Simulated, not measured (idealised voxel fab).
A process module follows: voxel air gaps.
Displayed cross-section: cut, width of 235 nm, square cells sized 5 nm.
The cross-sections in this document take the form of a grid made of square cells. They are written out as bands, in order from top to bottom. Each band consists of one or more rows of cells.
Heads up on the band format: heights come first, top then bottom, in nm. After that it's the materials left to right, each with its width in nm. A single material flagged "throughout" fills the whole band edge to edge, and "air" means there's empty space there.
Below 0: as-received wafer, all one material; heights counted from there. Lowest band: no bottom, goes on down, written "from 0 down".
The expression "30..40" gives the width at the extremes of the band, the first number at its top row of cells and the second at its bottom row, with the width changing by equal amounts from each row to the next in between.
"nothing was modified" (step): cross-section cells unchanged, all of them.
For the entry "Voids, enclosed", the listed items are empty spaces with no open way to the top whose size is 8 cells or more; each item follows the pattern width x height at distance, where distance is from the left edge and all three are in nm.
Anything after a step's settings on that line? It's the simulator's own note about the step.
A step's line can hold "overlay nm"; with a mask on that step, the setting says how far right of the planned place the mask lay, while a negative setting says it lay to the left.
Process steps (planned)
1) RECEIVE | material Si
2) CONFORMAL_DEP | material SiO2 | thk nm 15
3) CONFORMAL_DEP | material SiN | thk nm 5
4) DIRECTIONAL_DEP | material lowk | thk nm 35
5) DIRECTIONAL_DEP | material aC | thk nm 15
6) PATTERN | tone open | mask id LINES | material resist | width nm 25 | pitch nm 50 | thk nm 30 | overlay nm -15
7) DIRECTIONAL_ETCH | etch materials aC | depth nm 15
8) STRIP | etch materials resist
9) DIRECTIONAL_ETCH | etch materials lowk | depth nm 35
10) STRIP | etch materials aC
11) CONFORMAL_DEP | material TiN | thk nm 5
12) FILL_DEP | material Cu | thk nm 10
13) CMP | height nm 55
14) EPI | material Ru | thk nm 10
15) SELECTIVE_ETCH | etch materials lowk | depth nm 45
16) CONFORMAL_DEP | material SiCN | thk nm 5
Among the wafers covered here, the point of difference is the overlay nm at step 6; their starting state is shared, and the plan presents the value of the first wafer.
As-received cross-section, first of several wafers, post step 1
* from 0 down  Si throughout
* Voids, enclosed: none
Quick key for the table: a row per wafer, taken at the end of the module. For each material it tells you how many cells the wafer gained (+) or lost (-) since it came in, and the closed voids come after
overlay nm -15 | +54 Cu | +54 Ru | +117 SiCN | +47 SiN | +141 SiO2 | +51 TiN | Voids, enclosed: 15 x 25 at 70; 15 x 25 at 120
overlay nm -10 | +54 Cu | +54 Ru | +117 SiCN | +47 SiN | +141 SiO2 | +51 TiN | Voids, enclosed: 15 x 25 at 75; 15 x 25 at 125
overlay nm -5 | +54 Cu | +54 Ru | +117 SiCN | +47 SiN | +141 SiO2 | +51 TiN | Voids, enclosed: 15 x 25 at 80; 15 x 25 at 130
overlay nm 0 | +54 Cu | +54 Ru | +117 SiCN | +47 SiN | +141 SiO2 | +51 TiN | Voids, enclosed: 15 x 25 at 85; 15 x 25 at 135
overlay nm 5 | +54 Cu | +54 Ru | +117 SiCN | +47 SiN | +141 SiO2 | +51 TiN | Voids, enclosed: 15 x 25 at 90; 15 x 25 at 140
overlay nm 10 | +54 Cu | +54 Ru | +117 SiCN | +47 SiN | +141 SiO2 | +51 TiN | Voids, enclosed: 15 x 25 at 95; 15 x 25 at 145
overlay nm 15 | +54 Cu | +54 Ru | +117 SiCN | +47 SiN | +141 SiO2 | +51 TiN | Voids, enclosed: 15 x 25 at 100; 15 x 25 at 150
